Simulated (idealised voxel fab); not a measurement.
Herein follows the process module entitled voxel lift off.
Section cut is 220 nm wide and gridded with 5 nm square cells.
Format of a cross-section: grid, square cells. Given as bands. Order: top down. Band: one or more rows of cells.
Band: top height; bottom height; in nm. Then, left to right: material with width in nm, for each material. "edge to edge": a single material spanning edge to edge. "blank": empty space.
It should be noted that heights are counted from 0, beneath which the wafer as supplied is of one material throughout, and that the lowest band possesses no lower boundary but continues downward, as written in "0..down".
Think of "30..40" as a width that walks from the first number to the second as you go down the band, top row to bottom row, taking equal-sized steps from row to row.
It should be understood that the words "nothing changed", when stated for a given step, signify that the cross-section underwent no change in any of its cells during that step.
Empty spaces without an open route to the top, at least 8 cells in extent, make up the entry "Closed-off voids"; each is given as width x height at distance, where the distance is measured from the left edge, and all are in nm.
Whatever follows a step's settings on its line is a remark the simulator itself makes about that step.
overlay nm: on a step with a mask, how far right of its planned place the mask lay; negative means left.
[The steps planned for the process are as follows]
1. op RECEIVE | material Si
2. op CONFORMAL_DEP | material Al2O3 | thk nm 10
3. op PATTERN | tone open | mask id LINES | material resist | width nm 30 | pitch nm 45 | thk nm 25 | overlay nm 0
4. op DIRECTIONAL_DEP | material Ru | thk nm 15
5. op STRIP | etch materials resist
6. op CONFORMAL_DEP | material SiO2 | thk nm 5
[On the first of the two wafers: run conducted according to plan]
[Cross-sectional view of the wafer in its as-received condition, corresponding to the state after step 1]
* 0..down | Si edge to edge
* Closed-off voids: none
[After step 2, in cross-section]
* 10..0 | Al2O3 edge to edge
* Note: structure below 0 unchanged.
[After step 3, in cross-section]
* 35..10 | resist (70)  blank (30)  resist (15)  blank (30)  resist (75)
* Note: structure below 10 unchanged.
[After step 4, in cross-section]
* 50..35 | Ru (70)  blank (30)  Ru (15)  blank (30)  Ru (75)
* 35..25 | resist (70)  blank (30)  resist (15)  blank (30)  resist (75)
* 25..10 | resist (70)  Ru (30)  resist (15)  Ru (30)  resist (75)
* Note: structure below 10 unchanged.
[After step 5, in cross-section]
* 25..10 | blank (70)  Ru (30)  blank (15)  Ru (30)  blank (75)
* Note: structure below 10 unchanged.
[After step 6, in cross-section]
* 30..25 | blank (65)  SiO2 (40)  blank (5)  SiO2 (40)  blank (70)
* 25..15 | blank (65)  SiO2 (5)  Ru (30)  SiO2 (5)  blank (5)  SiO2 (5)  Ru (30)  SiO2 (5)  blank (70)
* 15..10 | SiO2 (70)  Ru (30)  SiO2 (15)  Ru (30)  SiO2 (75)
* Note: structure below 10 unchanged.
[Here the second wafer is described. Its start and its plan were those of the first wafer. Its run contained one mistake. Up to and including step 2, it did exactly what the first wafer did]
[Second wafer cross-section, taken as of the time the plan sets for step 3 to be done]
* 35..10 | resist (75)  blank (20)  resist (25)  blank (20)  resist (80)
* Note: structure below 10 unchanged.
[Second wafer cross-section, taken as of the time the plan sets for step 4 to be done]
* 50..35 | Ru (75)  blank (20)  Ru (25)  blank (20)  Ru (80)
* 35..25 | resist (75)  blank (20)  resist (25)  blank (20)  resist (80)
* 25..10 | resist (75)  Ru (20)  resist (25)  Ru (20)  resist (80)
* Note: structure below 10 unchanged.
[Second wafer cross-section, taken as of the time the plan sets for step 5 to be done]
* 25..10 | blank (75)  Ru (20)  blank (25)  Ru (20)  blank (80)
* Note: structure below 10 unchanged.
[Second wafer cross-section, taken as of the time the plan sets for step 6 to be done]
* 30..25 | blank (70)  SiO2 (30)  blank (15)  SiO2 (30)  blank (75)
* 25..15 | blank (70)  SiO2 (5)  Ru (20)  SiO2 (5)  blank (15)  SiO2 (5)  Ru (20)  SiO2 (5)  blank (75)
* 15..10 | SiO2 (75)  Ru (20)  SiO2 (25)  Ru (20)  SiO2 (80)
* Note: structure below 10 unchanged.
Deviation from plan: step 3 ran differently from the plan; actual operation with settings: op PATTERN | tone open | mask id LINES | material resist | width nm 20 | pitch nm 45 | thk nm 25 | overlay nm 0
Count the cells at the end and the second wafer has more or fewer of some materials than the first: -12 Ru
